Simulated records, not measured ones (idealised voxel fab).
Module name: voxel transistor to metal (process module)
Section shown: cut. Width: 300 nm. Cell size: 5 nm, square.
This document writes a cross-section as a grid whose cells are square, and gives it as bands, listed from the top down; one or more rows of cells form a band. For a band, the entry starts with two heights in nm, that of the top and then that of the bottom, and carries on with the band's materials in order from left to right, each alongside its width in nm; the word "full width" beside a single material means it fills the band edge to edge, and "blank" means empty space. We count height from 0. Below that, the starting wafer is all one material. The lowest band never ends at the bottom but goes on down; see "top 0, no bottom" for how that is written. Per-row width for "30..40": begins at first number (top row of band), ends at second number (bottom row), increment between rows held constant. Where a step carries "nothing altered", the cross-section came out of it unchanged, cell for cell. "Sealed internal cavities" lists enclosed empty spaces (at least 8 cells, no open path upward to the top), each as width x height at distance from the left edge, in nm. Post-settings text on a step line: simulator's own remark regarding the step. overlay nm: for a step with a mask, the amount by which the mask lay right of where it was planned; a negative amount means left of it.

Here's what the planned process steps look like:
1: RECEIVE (material Si)
2: OXIDIZE (depth nm 5)
3: CONFORMAL_DEP (material SiN; thk nm 10)
4: DIRECTIONAL_DEP (material aC; thk nm 15)
5: PATTERN (tone cover; mask id ACTIVE; material resist; width nm 105; pitch nm 135; thk nm 35; overlay nm 0)
6: DIRECTIONAL_ETCH (etch materials aC; depth nm 15)
7: STRIP (etch materials resist)
8: DIRECTIONAL_ETCH (etch materials SiN; depth nm 10)
9: DIRECTIONAL_ETCH (etch materials SiO2; depth nm 5)
10: DIRECTIONAL_ETCH (etch materials Si; depth nm 30)
11: STRIP (etch materials aC)
12: FILL_DEP (material SiO2; thk nm 15)
13: CMP (height nm 10)
14: SELECTIVE_ETCH (etch materials SiO2; depth nm 10)
15: STRIP (etch materials SiN)
16: SELECTIVE_ETCH (etch materials SiO2; depth nm 5)
17: OXIDIZE (depth nm 5)
18: DIRECTIONAL_DEP (material polySi; thk nm 25)
19: DIRECTIONAL_DEP (material SiCN; thk nm 15)
20: MASKED_ETCH (tone cover; mask id GATE; width nm 25; pitch nm 135; etch materials SiCN; depth nm 25; overlay nm 0)
21: MASKED_ETCH (tone cover; mask id GATE; width nm 25; pitch nm 135; etch materials polySi; depth nm 35; overlay nm 0)
22: CONFORMAL_DEP (material SiN; thk nm 5)
23: DIRECTIONAL_ETCH (etch materials SiN; depth nm 5)
24: DIRECTIONAL_ETCH (etch materials SiO2; depth nm 5)
25: DIRECTIONAL_ETCH (etch materials Si; depth nm 15)
26: EPI (material SiGe; thk nm 15)
27: FILL_DEP (material SiO2; thk nm 10)
28: CMP (height nm 20)
29: STRIP (etch materials polySi)
30: SELECTIVE_ETCH (etch materials SiO2; depth nm 5)
31: CONFORMAL_DEP (material HfO2; thk nm 5)
32: CONFORMAL_DEP (material TiN; thk nm 5)
33: FILL_DEP (material W; thk nm 5)
34: CMP (height nm 15)
35: DIRECTIONAL_DEP (material SiO2; thk nm 10)
36: DIRECTIONAL_DEP (material aC; thk nm 10)
37: PATTERN (tone open; mask id CONTACT; material resist; width nm 15; thk nm 25; overlay nm 0)
38: DIRECTIONAL_ETCH (etch materials aC; depth nm 10)
39: STRIP (etch materials resist)
40: DIRECTIONAL_ETCH (etch materials SiO2; depth nm 35)
41: STRIP (etch materials aC)
42: CONFORMAL_DEP (material TiN; thk nm 5)
43: FILL_DEP (material W; thk nm 10)
44: CMP (height nm 25)
45: CONFORMAL_DEP (material SiN; thk nm 5)
46: DIRECTIONAL_DEP (material lowk; thk nm 20)
47: MASKED_ETCH (tone open; mask id METAL_1; width nm 15; etch materials lowk; depth nm 20; overlay nm 0)
48: MASKED_ETCH (tone open; mask id METAL_1; width nm 15; etch materials SiN; depth nm 5; overlay nm 0)
49: CONFORMAL_DEP (material TiN; thk nm 5)
50: FILL_DEP (material W; thk nm 5)
51: CMP (height nm 50)
52: CONFORMAL_DEP (material SiCN; thk nm 5)
53: DIRECTIONAL_DEP (material lowk; thk nm 30)
54: PATTERN (tone open; mask id METAL_2; material resist; width nm 15; pitch nm 135; thk nm 20; overlay nm 0)
55: DIRECTIONAL_ETCH (etch materials lowk; depth nm 20)
56: STRIP (etch materials resist)
57: PATTERN (tone open; mask id METAL_2_HOLES; material resist; width nm 15; pitch nm 135; thk nm 20; overlay nm 0)
58: DIRECTIONAL_ETCH (etch materials lowk; depth nm 10)
59: DIRECTIONAL_ETCH (etch materials SiCN; depth nm 5)
60: STRIP (etch materials resist)
61: CONFORMAL_DEP (material TiN; thk nm 5)
62: FILL_DEP (material Ru; thk nm 5)
63: CMP (height nm 85)
64: CONFORMAL_DEP (material SiCN; thk nm 5)

As-received wafer cross-section (after step 1):
> top 0, no bottom  Si full width
> Sealed internal cavities: none

Wafer cross-section at end of module: start and plan as shown above, one execution error:
> top 90, bottom 85  SiCN full width
> top 85, bottom 55  lowk 35 nm / TiN 5 nm / Ru 5 nm / TiN 5 nm / lowk 120 nm / TiN 5 nm / Ru 5 nm / TiN 5 nm / lowk 115 nm
> top 55, bottom 50  SiCN 35 nm / TiN 15 nm / SiCN 120 nm / TiN 15 nm / SiCN 115 nm
> top 50, bottom 30  lowk 35 nm / TiN 5 nm / W 5 nm / TiN 5 nm / lowk 65 nm / TiN 5 nm / W 5 nm / TiN 5 nm / lowk 40 nm / TiN 5 nm / W 5 nm / TiN 5 nm / lowk 65 nm / TiN 5 nm / W 5 nm / TiN 5 nm / lowk 35 nm
> top 30, bottom 25  SiN 35 nm / TiN 15 nm / SiN 65 nm / TiN 15 nm / SiN 40 nm / TiN 15 nm / SiN 65 nm / TiN 15 nm / SiN 35 nm
> top 25, bottom 15  SiO2 35 nm / TiN 5 nm / W 5 nm / TiN 5 nm / SiO2 65 nm / TiN 5 nm / W 5 nm / TiN 5 nm / SiO2 40 nm / TiN 5 nm / W 5 nm / TiN 5 nm / SiO2 65 nm / TiN 5 nm / W 5 nm / TiN 5 nm / SiO2 35 nm
> top 15, bottom 5  SiO2 35 nm / TiN 5 nm / W 5 nm / TiN 5 nm / SiO2 15 nm / SiN 5 nm / HfO2 5 nm / TiN 5 nm / W 5 nm / TiN 5 nm / HfO2 5 nm / SiN 5 nm / SiO2 15 nm / TiN 5 nm / W 5 nm / TiN 5 nm / SiO2 40 nm / TiN 5 nm / W 5 nm / TiN 5 nm / SiO2 15 nm / SiN 5 nm / HfO2 5 nm / TiN 5 nm / W 5 nm / TiN 5 nm / HfO2 5 nm / SiN 5 nm / SiO2 15 nm / TiN 5 nm / W 5 nm / TiN 5 nm / SiO2 35 nm
> top 5, bottom 0  SiO2 35 nm / TiN 5 nm / W 5 nm / TiN 5 nm / SiGe 15 nm / SiN 5 nm / HfO2 5 nm / TiN 5 nm / W 5 nm / TiN 5 nm / HfO2 5 nm / SiN 5 nm / SiGe 15 nm / TiN 5 nm / W 5 nm / TiN 5 nm / SiO2 40 nm / TiN 5 nm / W 5 nm / TiN 5 nm / SiGe 15 nm / SiN 5 nm / HfO2 5 nm / TiN 5 nm / W 5 nm / TiN 5 nm / HfO2 5 nm / SiN 5 nm / SiGe 15 nm / TiN 5 nm / W 5 nm / TiN 5 nm / SiO2 35 nm
> top 0, bottom -5  SiO2 35 nm / TiN 5 nm / W 5 nm / TiN 5 nm / SiGe 15 nm / SiN 5 nm / HfO2 5 nm / TiN 15 nm / HfO2 5 nm / SiN 5 nm / SiGe 15 nm / TiN 5 nm / W 5 nm / TiN 5 nm / SiO2 40 nm / TiN 5 nm / W 5 nm / TiN 5 nm / SiGe 15 nm / SiN 5 nm / HfO2 5 nm / TiN 15 nm / HfO2 5 nm / SiN 5 nm / SiGe 15 nm / TiN 5 nm / W 5 nm / TiN 5 nm / SiO2 35 nm
> top -5, bottom -10  SiO2 35 nm / TiN 15 nm / SiGe 15 nm / HfO2 35 nm / SiGe 15 nm / TiN 15 nm / SiO2 40 nm / TiN 15 nm / SiGe 15 nm / HfO2 35 nm / SiGe 15 nm / TiN 15 nm / SiO2 35 nm
> top -10, bottom -25  SiO2 35 nm / SiGe 30 nm / Si 35 nm / SiGe 35 nm / SiO2 35 nm / SiGe 30 nm / Si 35 nm / SiGe 35 nm / SiO2 30 nm
> top -25, bottom -35  SiO2 35 nm / Si 100 nm / SiO2 35 nm / Si 100 nm / SiO2 30 nm
> top -35, no bottom  Si full width
> Sealed internal cavities: none
Finding, execution versus plan: step 5 was not run as planned; what actually ran was PATTERN (tone cover; mask id ACTIVE; material resist; width nm 100; pitch nm 135; thk nm 35; overlay nm 0)
